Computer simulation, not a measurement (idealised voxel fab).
process module | voxel double patterning
cross-section cut | 150 nm wide | cells 5 nm
A cross-section is a grid of square cells, given in bands from the top down. A band is one or more rows of cells.
Each band's line starts with the height of the band's top and of its bottom, in nm. Then come its materials from left to right, each with its width in nm. One material with "throughout" fills the band from edge to edge. "air" is empty space.
Height 0 is the level under which the wafer as received is all one material. The lowest band goes on downwards, as in "0 down".
A width such as "30 to 40" changes by the same amount from each row of cells to the next, from the band's top row to its bottom row.
"no change" after a step means that no cell of the cross-section changed.
closed voids: empty space of 8 cells or more with no open way to the top, each as width x height at its distance from the left edge, in nm
after a step's settings: what the simulator itself notes on the step
overlay nm, on a step with a mask: how far to the right of its planned place the mask lay; to the left if negative
plan
1 op RECEIVE | material Si
2 op CONFORMAL_DEP | material SiN | thk nm 5
3 op DIRECTIONAL_DEP | material SiO2 | thk nm 20
4 op DIRECTIONAL_DEP | material SiCN | thk nm 5
5 op DIRECTIONAL_DEP | material aC | thk nm 10
6 op PATTERN | tone open | mask id FIRST | material resist | width nm 15 | pitch nm 50 | thk nm 25 | overlay nm 0
7 op DIRECTIONAL_ETCH | etch materials aC | depth nm 10
8 op STRIP | etch materials resist
9 op DIRECTIONAL_ETCH | etch materials SiCN | depth nm 5
10 op STRIP | etch materials aC
11 op PATTERN | tone open | mask id SECOND | material resist | width nm 15 | pitch nm 50 | thk nm 15 | overlay nm -15
12 op DIRECTIONAL_ETCH | etch materials SiCN | depth nm 5
13 op STRIP | etch materials resist
14 op DIRECTIONAL_ETCH | etch materials SiO2 | depth nm 20
15 op STRIP | etch materials SiCN
varied across the wafers: overlay nm of step 11. The plan shows the first wafer's value. All wafers start alike
first wafer as received, after step 1
  0 down: Si throughout
  closed voids: none
each wafer at the end: cells of each material gained (+) or lost (-) since it was received, then its closed voids
overlay nm -15 | +30 SiN | +68 SiO2 | closed voids: none
overlay nm -10 | +30 SiN | +60 SiO2 | closed voids: none
overlay nm -5 | +30 SiN | +60 SiO2 | closed voids: none
overlay nm 0 | +30 SiN | +60 SiO2 | closed voids: none
overlay nm 5 | +30 SiN | +60 SiO2 | closed voids: none
overlay nm 10 | +30 SiN | +60 SiO2 | closed voids: none
overlay nm 15 | +30 SiN | +68 SiO2 | closed voids: none
